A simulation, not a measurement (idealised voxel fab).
The following process module bears the name voxel capacitor over wiring.
The figure presents cross-section cut, which has a width of 175 nm and is divided into square cells with an edge length of 5 nm.
Think of the cross-section as a grid of square cells. We describe it in bands, top to bottom, and each band covers one or more rows of those cells.
Each band's line starts with the height of the band's top and of its bottom, in nm. Then come its materials from left to right, each with its width in nm. One material with "all across" fills the band from edge to edge. "empty" is empty space.
Convention: height 0 is the level below which the wafer, as received, is all one material. The lowest band does not terminate at the bottom but continues downward, represented as "0 nm and below".
Width spec "30->40" -> top row of cells at first value, bottom row at second value, equal per-row change in between.
No cell of the cross-section changed in a step that is given as "all unchanged".
The list in "Trapped voids" covers empty spaces of 8 cells or more that cannot reach the top through any open way, and it gives each as width x height at distance; the distance is from the left edge, and width, height and distance are in nm.
Step line, after settings: the simulator's comment on this step.
The "overlay nm" setting may appear on a step's line; for a step that uses a mask, it gives how far to the right of its planned position the mask lay, and a negative value indicates the left.

# This section lists the process steps that were planned
1 op RECEIVE | material Si
2 op CONFORMAL_DEP | material SiO2 | thk nm 10
3 op CONFORMAL_DEP | material SiCN | thk nm 5
4 op DIRECTIONAL_DEP | material lowk | thk nm 15
5 op PATTERN | tone open | mask id METAL_1 | material resist | width nm 20 | pitch nm 90 | thk nm 15 | overlay nm 0
6 op DIRECTIONAL_ETCH | etch materials lowk | depth nm 15
7 op DIRECTIONAL_ETCH | etch materials SiCN | depth nm 5
8 op STRIP | etch materials resist
9 op CONFORMAL_DEP | material TiN | thk nm 5
10 op FILL_DEP | material Cu | thk nm 5
11 op CMP | height nm 30
12 op EPI | material Ru | thk nm 5
13 op FILL_DEP | material SiCN | thk nm 5
14 op DIRECTIONAL_DEP | material lowk | thk nm 15
15 op DIRECTIONAL_DEP | material aC | thk nm 10
16 op PATTERN | tone open | mask id PLUG_1 | material resist | width nm 15 | thk nm 25 | overlay nm 0
17 op DIRECTIONAL_ETCH | etch materials aC | depth nm 10
18 op STRIP | etch materials resist
19 op DIRECTIONAL_ETCH | etch materials lowk | depth nm 15
20 op DIRECTIONAL_ETCH | etch materials SiCN | depth nm 5
21 op STRIP | etch materials aC
22 op CONFORMAL_DEP | material TiN | thk nm 5
23 op FILL_DEP | material Ru | thk nm 5
24 op CMP | height nm 55
25 op DIRECTIONAL_DEP | material TiN | thk nm 5
26 op DIRECTIONAL_DEP | material Al2O3 | thk nm 5
27 op DIRECTIONAL_DEP | material TiN | thk nm 10
28 op MASKED_ETCH | tone cover | mask id UPPER_PLATE | width nm 75 | etch materials TiN | depth nm 10 | overlay nm 0
29 op MASKED_ETCH | tone cover | mask id UPPER_PLATE | width nm 75 | etch materials Al2O3 | depth nm 5 | overlay nm 0
30 op MASKED_ETCH | tone cover | mask id LOWER_PLATE | width nm 85 | etch materials TiN | depth nm 5 | overlay nm 0
31 op FILL_DEP | material SiO2 | thk nm 20
32 op CMP | height nm 90
33 op MASKED_ETCH | tone open | mask id PLUG_2 | width nm 15 | etch materials SiO2 | depth nm 15 | overlay nm 0
34 op CONFORMAL_DEP | material TiN | thk nm 5
35 op FILL_DEP | material W | thk nm 10
36 op CMP | height nm 90
37 op CONFORMAL_DEP | material SiN | thk nm 5

# The following pertains to the first of two wafers, which was processed as planned

# Step 1 complete: cross-section of the wafer as received
> 0 nm and below  Si all across
> Trapped voids: none

# Step 2 complete: cross-section through the wafer
> 10 nm to 0 nm  SiO2 all across
> All layers under 0 are left as they were.

# Step 3 complete: cross-section through the wafer
> 15 nm to 10 nm  SiCN all across
> All layers under 10 are left as they were.

# Step 4 complete: cross-section through the wafer
> 30 nm to 15 nm  lowk all across
> All layers under 15 are left as they were.

# Step 5 complete: cross-section through the wafer
> 45 nm to 30 nm  resist: 30 / empty: 20 / resist: 70 / empty: 20 / resist: 35
> All layers under 30 are left as they were.

# Step 6 complete: cross-section through the wafer
> 45 nm to 30 nm  resist: 30 / empty: 20 / resist: 70 / empty: 20 / resist: 35
> 30 nm to 15 nm  lowk: 30 / empty: 20 / lowk: 70 / empty: 20 / lowk: 35
> All layers under 15 are left as they were.

# Step 7 complete: cross-section through the wafer
> 45 nm to 30 nm  resist: 30 / empty: 20 / resist: 70 / empty: 20 / resist: 35
> 30 nm to 15 nm  lowk: 30 / empty: 20 / lowk: 70 / empty: 20 / lowk: 35
> 15 nm to 10 nm  SiCN: 30 / empty: 20 / SiCN: 70 / empty: 20 / SiCN: 35
> All layers under 10 are left as they were.

# Step 8 complete: cross-section through the wafer
> 30 nm to 15 nm  lowk: 30 / empty: 20 / lowk: 70 / empty: 20 / lowk: 35
> All layers under 15 are left as they were.

# Step 9 complete: cross-section through the wafer
> 35 nm to 30 nm  TiN: 35 / empty: 10 / TiN: 80 / empty: 10 / TiN: 40
> 30 nm to 15 nm  lowk: 30 / TiN: 5 / empty: 10 / TiN: 5 / lowk: 70 / TiN: 5 / empty: 10 / TiN: 5 / lowk: 35
> 15 nm to 10 nm  SiCN: 30 / TiN: 20 / SiCN: 70 / TiN: 20 / SiCN: 35
> All layers under 10 are left as they were.

# Step 10 complete: cross-section through the wafer
> 40 nm to 35 nm  Cu all across
> 35 nm to 30 nm  TiN: 35 / Cu: 10 / TiN: 80 / Cu: 10 / TiN: 40
> 30 nm to 15 nm  lowk: 30 / TiN: 5 / Cu: 10 / TiN: 5 / lowk: 70 / TiN: 5 / Cu: 10 / TiN: 5 / lowk: 35
> All layers under 15 are left as they were.

# Step 11 complete: cross-section through the wafer
> 30 nm to 15 nm  lowk: 30 / TiN: 5 / Cu: 10 / TiN: 5 / lowk: 70 / TiN: 5 / Cu: 10 / TiN: 5 / lowk: 35
> All layers under 15 are left as they were.

# Step 12 complete: cross-section through the wafer
> 35 nm to 30 nm  empty: 25 / Ru: 30 / empty: 60 / Ru: 30 / empty: 30
> All layers under 30 are left as they were.

# Step 13 complete: cross-section through the wafer
> 40 nm to 35 nm  SiCN all across
> 35 nm to 30 nm  SiCN: 25 / Ru: 30 / SiCN: 60 / Ru: 30 / SiCN: 30
> All layers under 30 are left as they were.

# Step 14 complete: cross-section through the wafer
> 55 nm to 40 nm  lowk all across
> All layers under 40 are left as they were.

# Step 15 complete: cross-section through the wafer
> 65 nm to 55 nm  aC all across
> All layers under 55 are left as they were.

# Step 16 complete: cross-section through the wafer
> 90 nm to 65 nm  resist: 35 / empty: 15 / resist: 125
> All layers under 65 are left as they were.

# Step 17 complete: cross-section through the wafer
> 80 nm to 65 nm  resist: 35 / empty: 15 / resist: 125
> 65 nm to 55 nm  aC: 35 / empty: 15 / aC: 125
> All layers under 55 are left as they were.

# Step 18 complete: cross-section through the wafer
> 65 nm to 55 nm  aC: 35 / empty: 15 / aC: 125
> All layers under 55 are left as they were.

# Step 19 complete: cross-section through the wafer
> 65 nm to 55 nm  aC: 35 / empty: 15 / aC: 125
> 55 nm to 40 nm  lowk: 35 / empty: 15 / lowk: 125
> All layers under 40 are left as they were.

# Step 20 complete: cross-section through the wafer
> 65 nm to 55 nm  aC: 35 / empty: 15 / aC: 125
> 55 nm to 40 nm  lowk: 35 / empty: 15 / lowk: 125
> 40 nm to 35 nm  SiCN: 35 / empty: 15 / SiCN: 125
> All layers under 35 are left as they were.

# Step 21 complete: cross-section through the wafer
> 55 nm to 40 nm  lowk: 35 / empty: 15 / lowk: 125
> All layers under 40 are left as they were.

# Step 22 complete: cross-section through the wafer
> 60 nm to 55 nm  TiN: 40 / empty: 5 / TiN: 130
> 55 nm to 40 nm  lowk: 35 / TiN: 5 / empty: 5 / TiN: 5 / lowk: 125
> 40 nm to 35 nm  SiCN: 35 / TiN: 15 / SiCN: 125
> All layers under 35 are left as they were.

# Step 23 complete: cross-section through the wafer
> 65 nm to 60 nm  Ru all across
> 60 nm to 55 nm  TiN: 40 / Ru: 5 / TiN: 130
> 55 nm to 40 nm  lowk: 35 / TiN: 5 / Ru: 5 / TiN: 5 / lowk: 125
> All layers under 40 are left as they were.

# Step 24 complete: cross-section through the wafer
> 55 nm to 40 nm  lowk: 35 / TiN: 5 / Ru: 5 / TiN: 5 / lowk: 125
> All layers under 40 are left as they were.

# Step 25 complete: cross-section through the wafer
> 60 nm to 55 nm  TiN all across
> All layers under 55 are left as they were.

# Step 26 complete: cross-section through the wafer
> 65 nm to 60 nm  Al2O3 all across
> All layers under 60 are left as they were.

# Step 27 complete: cross-section through the wafer
> 75 nm to 65 nm  TiN all across
> All layers under 65 are left as they were.

# Step 28 complete: cross-section through the wafer
> 75 nm to 65 nm  empty: 35 / TiN: 75 / empty: 65
> All layers under 65 are left as they were.

# Step 29 complete: cross-section through the wafer
> 75 nm to 65 nm  empty: 35 / TiN: 75 / empty: 65
> 65 nm to 60 nm  empty: 35 / Al2O3: 75 / empty: 65
> All layers under 60 are left as they were.

# Step 30 complete: cross-section through the wafer
> 75 nm to 65 nm  empty: 35 / TiN: 75 / empty: 65
> 65 nm to 60 nm  empty: 35 / Al2O3: 75 / empty: 65
> 60 nm to 55 nm  empty: 30 / TiN: 85 / empty: 60
> All layers under 55 are left as they were.

# Step 31 complete: cross-section through the wafer
> 95 nm to 75 nm  SiO2 all across
> 75 nm to 65 nm  SiO2: 35 / TiN: 75 / SiO2: 65
> 65 nm to 60 nm  SiO2: 35 / Al2O3: 75 / SiO2: 65
> 60 nm to 55 nm  SiO2: 30 / TiN: 85 / SiO2: 60
> All layers under 55 are left as they were.

# Step 32 complete: cross-section through the wafer
> 90 nm to 75 nm  SiO2 all across
> All layers under 75 are left as they were.

# Step 33 complete: cross-section through the wafer
> 90 nm to 75 nm  SiO2: 45 / empty: 15 / SiO2: 115
> All layers under 75 are left as they were.

# Step 34 complete: cross-section through the wafer
> 95 nm to 90 nm  TiN: 50 / empty: 5 / TiN: 120
> 90 nm to 80 nm  SiO2: 45 / TiN: 5 / empty: 5 / TiN: 5 / SiO2: 115
> 80 nm to 75 nm  SiO2: 45 / TiN: 15 / SiO2: 115
> All layers under 75 are left as they were.

# Step 35 complete: cross-section through the wafer
> 105 nm to 95 nm  W all across
> 95 nm to 90 nm  TiN: 50 / W: 5 / TiN: 120
> 90 nm to 80 nm  SiO2: 45 / TiN: 5 / W: 5 / TiN: 5 / SiO2: 115
> All layers under 80 are left as they were.

# Step 36 complete: cross-section through the wafer
> 90 nm to 80 nm  SiO2: 45 / TiN: 5 / W: 5 / TiN: 5 / SiO2: 115
> All layers under 80 are left as they were.

# Step 37 complete: cross-section through the wafer
> 95 nm to 90 nm  SiN all across
> All layers under 90 are left as they were.

# It is to be noted that the second wafer proceeded from the same initial state and according to the same plan as the first, although one mistake was committed in its execution; through step 36, inclusive, the two wafers share an identical history

# Second wafer cross-section, taken as of the time the plan sets for step 37 to be done
> 95 nm to 90 nm  Al2O3 all across
> All layers under 90 are left as they were.
Where did the run depart from the plan? so step 37 ended up running with a different setting than we planned, it ran as op CONFORMAL_DEP | material Al2O3 | thk nm 5
The closing comparison, in cells, has the second wafer with more or fewer of some materials than the first: 35 more of Al2O3; 35 fewer of SiN
